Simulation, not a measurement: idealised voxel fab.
The following process module bears the name voxel ribs on slabs.
Cross-section cut spans 270 nm and uses square cells 5 nm in size.
Cross-section format: a grid of square cells, given as bands from top to bottom; each band is one or more rows of cells. The band entry comprises the height of the band's top followed by the height of its bottom, expressed in nm, and subsequently the band's materials from left to right, each stated together with its width in nm. Where a single material is marked with the word "throughout", that material fills the band from edge to edge. The word "empty" represents empty space. Heights from 0 (as-received wafer is one material below). Bottom band endless downward, as "0 down". A two-number width, for instance "30..40", indicates that the width is equal to the first number in the top row of the band and to the second number in the bottom row, and that it changes by a constant amount per row of cells. What does "no change occurred" mean for a step? It means no cell of the cross-section changed in that step. "Enclosed internal voids": empty spaces of 8 cells or more with no open way to the top, each given as width x height at distance, distance from the left edge, all in nm. If you see something after the settings on a step's line, that's the simulator's own remark about that step. A step's line can hold "overlay nm"; with a mask on that step, the setting says how far right of the planned place the mask lay, while a negative setting says it lay to the left.
## Planned step list for the process
step 1: RECEIVE | material Si
step 2: DIRECTIONAL_DEP | material SiO2 | thk nm 30
step 3: DIRECTIONAL_DEP | material polySi | thk nm 15
step 4: MASKED_ETCH | tone cover | mask id RIB | width nm 15 | etch materials polySi | depth nm 10 | overlay nm 0
step 5: PATTERN | tone cover | mask id SLAB | material resist | width nm 65 | thk nm 15 | overlay nm 0
step 6: DIRECTIONAL_ETCH | etch materials polySi | depth nm 5
step 7: STRIP | etch materials resist
step 8: FILL_DEP | material SiO2 | thk nm 25
step 9: CMP | height nm 65
step 10: DIRECTIONAL_DEP | material W | thk nm 10
step 11: MASKED_ETCH | tone cover | mask id HEATER | width nm 25 | etch materials W | depth nm 10 | overlay nm 0
step 12: CONFORMAL_DEP | material SiO2 | thk nm 10
## Wafer, first of two, run as planned
## Incoming wafer, cross-sectional view, post step 1
* 0 down = Si throughout
* Enclosed internal voids: none
## You're looking at a cross-section of the wafer after step 2
* 30 to 0 = SiO2 throughout
* Rest of section, below 0: as before.
## You're looking at a cross-section of the wafer after step 3
* 45 to 30 = polySi throughout
* Rest of section, below 30: as before.
## You're looking at a cross-section of the wafer after step 4
* 45 to 35 = empty 125 nm / polySi 15 nm / empty 130 nm
* Rest of section, below 35: as before.
## You're looking at a cross-section of the wafer after step 5
* 60 to 45 = empty 100 nm / resist 65 nm / empty 105 nm
* 45 to 35 = empty 100 nm / resist 25 nm / polySi 15 nm / resist 25 nm / empty 105 nm
* Rest of section, below 35: as before.
## You're looking at a cross-section of the wafer after step 6
* 60 to 45 = empty 100 nm / resist 65 nm / empty 105 nm
* 45 to 35 = empty 100 nm / resist 25 nm / polySi 15 nm / resist 25 nm / empty 105 nm
* 35 to 30 = empty 100 nm / polySi 65 nm / empty 105 nm
* Rest of section, below 30: as before.
## You're looking at a cross-section of the wafer after step 7
* 45 to 35 = empty 125 nm / polySi 15 nm / empty 130 nm
* Rest of section, below 35: as before.
## You're looking at a cross-section of the wafer after step 8
* 70 to 45 = SiO2 throughout
* 45 to 35 = SiO2 125 nm / polySi 15 nm / SiO2 130 nm
* 35 to 30 = SiO2 100 nm / polySi 65 nm / SiO2 105 nm
* Rest of section, below 30: as before.
## You're looking at a cross-section of the wafer after step 9
* 65 to 45 = SiO2 throughout
* Rest of section, below 45: as before.
## You're looking at a cross-section of the wafer after step 10
* 75 to 65 = W throughout
* Rest of section, below 65: as before.
## You're looking at a cross-section of the wafer after step 11
* 75 to 65 = empty 120 nm / W 25 nm / empty 125 nm
* Rest of section, below 65: as before.
## You're looking at a cross-section of the wafer after step 12
* 85 to 75 = empty 110 nm / SiO2 45 nm / empty 115 nm
* 75 to 65 = SiO2 120 nm / W 25 nm / SiO2 125 nm
* Rest of section, below 65: as before.
## Wafer two of the pair: same origin, same plan, one error during the run; identical to wafer one up to and including step 10
## At the planned end of step 11, the second wafer in cross-section
* 75 to 65 = empty 125 nm / W 15 nm / empty 130 nm
* Rest of section, below 65: as before.
## At the planned end of step 12, the second wafer in cross-section
* 85 to 75 = empty 115 nm / SiO2 35 nm / empty 120 nm
* 75 to 65 = SiO2 125 nm / W 15 nm / SiO2 130 nm
* Rest of section, below 65: as before.
Here's what went sideways: step 11 was run on a setting that differed from the plan, and what really ran there is MASKED_ETCH | tone cover | mask id HEATER | width nm 15 | etch materials W | depth nm 10 | overlay nm 0
The final cell counts differ between the wafers, with the second having more or fewer of some materials than the first: W: 4 fewer
